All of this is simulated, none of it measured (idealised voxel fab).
Process module name: voxel ribs on slabs
In the cross-section labelled cut, the width is 270 nm and each square cell is 5 nm.
Think of the cross-section as a grid of square cells. We describe it in bands, top to bottom, and each band covers one or more rows of those cells. Look at the band entry: it leads with the top's height and the bottom's height in nm. Then it lists the materials left to right, with a width in nm for each. The word "full width" on a single material says that material fills the band edge to edge. The word "air" is empty space. The reference from which all heights are counted is 0, the level beneath which the as-received wafer is entirely one material; the lowest band, having no lower bound, proceeds downward and is written after the example "0 -> down". You'd read "30 to 40" like this: the band's top row of cells is as wide as the first number, its bottom row is as wide as the second, and going down, every row changes width by the same amount as the row before did. No cell of the cross-section changed in a step that is given as "no alteration". The list in "Entrapped voids" covers empty spaces of 8 cells or more that cannot reach the top through any open way, and it gives each as width x height at distance; the distance is from the left edge, and width, height and distance are in nm. Text after the settings on a step's line: the simulator's own remark on that step. overlay nm: on a step with a mask, how far right of its planned place the mask lay; negative means left. Read the rest as pairs. Take the cross-section before one process step, then the cross-section after it, which shows only down to the lowest band that changed. Under the pair, find the step between them and its settings. Bear in mind that pairs may come from different runs of this module on the same starting wafer: link a pair to the pair above it only where its entry headed "State before step" says to.

## State before step
55 -> 30: SiO2 full width
30 -> 25: polySi 110 nm; SiO2 50 nm; polySi 110 nm
25 -> 20: polySi 110 nm; SiO2 15 nm; polySi 20 nm; SiO2 15 nm; polySi 110 nm
20 -> 0: SiO2 full width
0 -> down: Si full width
Entrapped voids: none

## Section After Processing
50 -> 30: SiO2 full width
Unchanged below 30.
Entrapped voids: none
What is the step between the two cross-sections above? CMP (height nm 50)

State before step: This step starts from the configuration shown after the step in the pair immediately above.

## Section After Processing
55 -> 50: W full width
Unchanged below 50.
Entrapped voids: none
What is the step between the two cross-sections above? DIRECTIONAL_DEP (material W; thk nm 5)

State before step: This step starts from the configuration shown after the step in the pair immediately above.

## Section After Processing
65 -> 55: aC full width
Unchanged below 55.
Entrapped voids: none
What is the step between the two cross-sections above? DIRECTIONAL_DEP (material aC; thk nm 10)

State before step: This step starts from the configuration shown after the step in the pair immediately above.

## Section After Processing
95 -> 65: air 120 nm; resist 30 nm; air 120 nm
Unchanged below 65.
Entrapped voids: none
What is the step between the two cross-sections above? PATTERN (tone cover; mask id HEATER; material resist; width nm 30; thk nm 30; overlay nm 0)

State before step: This step starts from the configuration shown after the step in the pair immediately above.

## Section After Processing
85 -> 65: air 120 nm; resist 30 nm; air 120 nm
65 -> 55: air 120 nm; aC 30 nm; air 120 nm
Unchanged below 55.
Entrapped voids: none
What is the step between the two cross-sections above? DIRECTIONAL_ETCH (etch materials aC; depth nm 10)

State before step: This step starts from the configuration shown after the step in the pair immediately above.

## Section After Processing
65 -> 55: air 120 nm; aC 30 nm; air 120 nm
Unchanged below 55.
Entrapped voids: none
What is the step between the two cross-sections above? STRIP (etch materials resist)

State before step: This step starts from the configuration shown after the step in the pair immediately above.

## Section After Processing
65 -> 55: air 120 nm; aC 30 nm; air 120 nm
55 -> 50: air 120 nm; W 30 nm; air 120 nm
Unchanged below 50.
Entrapped voids: none
What is the step between the two cross-sections above? DIRECTIONAL_ETCH (etch materials W; depth nm 5)

State before step: This step starts from the configuration shown after the step in the pair immediately above.

## Section After Processing
55 -> 50: air 120 nm; W 30 nm; air 120 nm
Unchanged below 50.
Entrapped voids: none
What is the step between the two cross-sections above? STRIP (etch materials aC)

State before step: This step starts from the configuration shown after the step in the pair immediately above.

## Section After Processing
65 -> 60: air 110 nm; SiN 50 nm; air 110 nm
60 -> 55: SiN full width
55 -> 50: SiN 120 nm; W 30 nm; SiN 120 nm
Unchanged below 50.
Entrapped voids: none
What is the step between the two cross-sections above? CONFORMAL_DEP (material SiN; thk nm 10)
